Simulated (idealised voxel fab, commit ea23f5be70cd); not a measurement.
voxel self aligned vias: a process module
FYI the section here is cut, 160 nm wide, cells are 5 nm squares.
In this document a cross-section is written as a grid of square cells. It is given as a series of bands, listed from the top down, and a band is one or more rows of cells.
Each band's line starts with the height of the band's top and of its bottom, in nm. Then come its materials from left to right, each with its width in nm. One material with "all across" fills the band from edge to edge. "air" is empty space.
Ref level 0: as-received wafer is one material below here. Bottom band extends down with no lower bound ("0 nm and below").
Note: "30..40" means the width goes from the first number (top row of the band) to the second number (bottom row) in equal steps per row of cells.
Where the words "no modifications" appear for a step, the cross-section shows no cell changed by that step; every cell remained as before.
The entry "closed voids" lists the empty spaces that cover at least 8 cells and have no open path to the top. Each is written as width x height at distance, where the distance is measured from the left edge and all three values are in nm.
The remark found on a step's line after its settings is issued by the simulator itself and pertains to that step.
"overlay nm", when on a step's line for a step with a mask, measures how far to the right of its planned place the mask lay; a negative measure means to the left.
-- List of planned process steps
1. RECEIVE: material Si
2. CONFORMAL_DEP: material SiO2, thk nm 15
3. CONFORMAL_DEP: material SiCN, thk nm 5
4. DIRECTIONAL_DEP: material SiO2, thk nm 25
5. MASKED_ETCH: tone open, mask id LINES, width nm 25, pitch nm 50, etch materials SiO2, depth nm 25, overlay nm 0
6. CONFORMAL_DEP: material TiN, thk nm 5
7. FILL_DEP: material Ru, thk nm 10
8. CMP: height nm 45
9. SELECTIVE_ETCH: etch materials W Ru TiN, depth nm 10
10. FILL_DEP: material SiN, thk nm 5
11. CMP: height nm 45
12. DIRECTIONAL_DEP: material SiO2, thk nm 20
13. PATTERN: tone open, mask id VIAS, material resist, width nm 35, pitch nm 50, thk nm 20, overlay nm -15
14. DIRECTIONAL_ETCH: etch materials SiO2, depth nm 20
15. DIRECTIONAL_ETCH: etch materials SiN, depth nm 10
16. STRIP: etch materials resist
17. CONFORMAL_DEP: material TiN, thk nm 5
18. FILL_DEP: material W, thk nm 10
19. CMP: height nm 65
20. CONFORMAL_DEP: material SiCN, thk nm 5
Across this set of wafers, the varied parameter is the overlay nm of step 13. Starting conditions are identical for every wafer, and the plan reports the value assigned to the first wafer.
-- The first of several wafers as received, shown in cross-section; this is its state after step 1
- 0 nm and below = Si all across
- closed voids: none
-- Take any row and you have a wafer at the end of the module: how many cells of each material it has gained (+) or lost (-) since it was received, and then its closed voids
overlay nm -15 | +12 Ru | +64 SiCN | +8 SiN | +278 SiO2 | +52 TiN | +34 W | closed voids: none
overlay nm -10 | +12 Ru | +64 SiCN | +4 SiN | +278 SiO2 | +52 TiN | +38 W | closed voids: none
overlay nm -5 | +12 Ru | +64 SiCN | +278 SiO2 | +52 TiN | +42 W | closed voids: none
overlay nm 0 | +12 Ru | +64 SiCN | +278 SiO2 | +52 TiN | +42 W | closed voids: none
overlay nm 5 | +12 Ru | +64 SiCN | +278 SiO2 | +52 TiN | +42 W | closed voids: none
overlay nm 10 | +12 Ru | +64 SiCN | +4 SiN | +278 SiO2 | +52 TiN | +38 W | closed voids: none
overlay nm 15 | +12 Ru | +64 SiCN | +8 SiN | +278 SiO2 | +52 TiN | +34 W | closed voids: none
